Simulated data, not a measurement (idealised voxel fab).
Documented hereafter: the process module known as voxel fin reveal.
Shown is cross-section cut, with a width of 270 nm and square cells of size 5 nm.
In what follows, cross-sections appear as grids of square cells, described through bands that run from the top down, where every band is one or more rows of cells.
Quick guide to a band line: top height, bottom height (nm) up front; then every material left to right with its width in nm. Only one material and it's marked "full width"? Then it fills the band edge to edge. And "air" just means empty space.
The level at which height equals 0 is the one under which the wafer, as it arrives, is entirely one material. No lower edge exists for the bottom band, which continues downward and is notated as in "0 -> down".
You'd read "30->40" like this: the band's top row of cells is as wide as the first number, its bottom row is as wide as the second, and going down, every row changes width by the same amount as the row before did.
You'll sometimes find "nothing altered" written for a step, and that's the way of saying that nowhere in the cross-section did a cell change during that step.
Empty spaces without an open route to the top, at least 8 cells in extent, make up the entry "Closed void inventory"; each is given as width x height at distance, where the distance is measured from the left edge, and all are in nm.
That trailing text on a step's line, after the settings, is the simulator's own remark on the step.
Each step line may optionally specify "overlay nm", which for a step with a mask gives the rightward distance between the mask's planned place and where it lay, a negative value indicating the leftward direction.

### Intended process steps
1,RECEIVE: material Si
2,CONFORMAL_DEP: material SiN, thk nm 10
3,PATTERN: tone cover, mask id FINS, material resist, width nm 15, pitch nm 45, thk nm 20, overlay nm 0
4,DIRECTIONAL_ETCH: etch materials SiN, depth nm 10
5,DIRECTIONAL_ETCH: etch materials Si, depth nm 40
6,STRIP: etch materials resist
7,OXIDIZE: depth nm 5
8,FILL_DEP: material SiO2, thk nm 15
9,CMP: height nm 0
10,SELECTIVE_ETCH: etch materials SiO2, depth nm 40
11,STRIP: etch materials SiN
12,CONFORMAL_DEP: material SiO2, thk nm 5
Don't read the plan's height nm for step 9 as applying to every wafer: that's the first wafer's value, and the wafers differ in it, though they all start identical.

### The first of several wafers as received, shown in cross-section; this is its state after step 1
* 0 -> down: Si full width
* Closed void inventory: none

### Here's the first of several wafers in cross-section, end of the module, after the last step, step 12
* 5 -> 0: 105 nm air, then 15 nm SiO2, then 30 nm air, then 15 nm SiO2, then 105 nm air
* 0 -> -35: 105 nm air, then 5 nm SiO2, then 5 nm Si, then 5 nm SiO2, then 30 nm air, then 5 nm SiO2, then 5 nm Si, then 5 nm SiO2, then 105 nm air
* -35 -> -45: 110 nm SiO2, then 5 nm Si, then 40 nm SiO2, then 5 nm Si, then 110 nm SiO2
* -45 -> down: Si full width
* Closed void inventory: none

### End of module: cross-section, last of several wafers
* 5 -> 0: 105 nm air, then 15 nm SiO2, then 30 nm air, then 15 nm SiO2, then 105 nm air
* 0 -> -10: 105 nm air, then 5 nm SiO2, then 5 nm Si, then 5 nm SiO2, then 30 nm air, then 5 nm SiO2, then 5 nm Si, then 5 nm SiO2, then 105 nm air
* -10 -> -45: 110 nm SiO2, then 5 nm Si, then 40 nm SiO2, then 5 nm Si, then 110 nm SiO2
* -45 -> down: Si full width
* Closed void inventory: none

### Tabulated below, wafer by wafer, are the end-of-module results: for each material, the number of cells gained (+) or lost (-) relative to the as-received state, followed by the closed voids
height nm 0 | -468 Si | +138 SiO2 | Closed void inventory: none
height nm 5 | -468 Si | +186 SiO2 | Closed void inventory: none
height nm 10 | -468 Si | +234 SiO2 | Closed void inventory: none
height nm 15 | -468 Si | +282 SiO2 | Closed void inventory: none
height nm 20 | -468 Si | +330 SiO2 | Closed void inventory: none
height nm 25 | -468 Si | +378 SiO2 | Closed void inventory: none
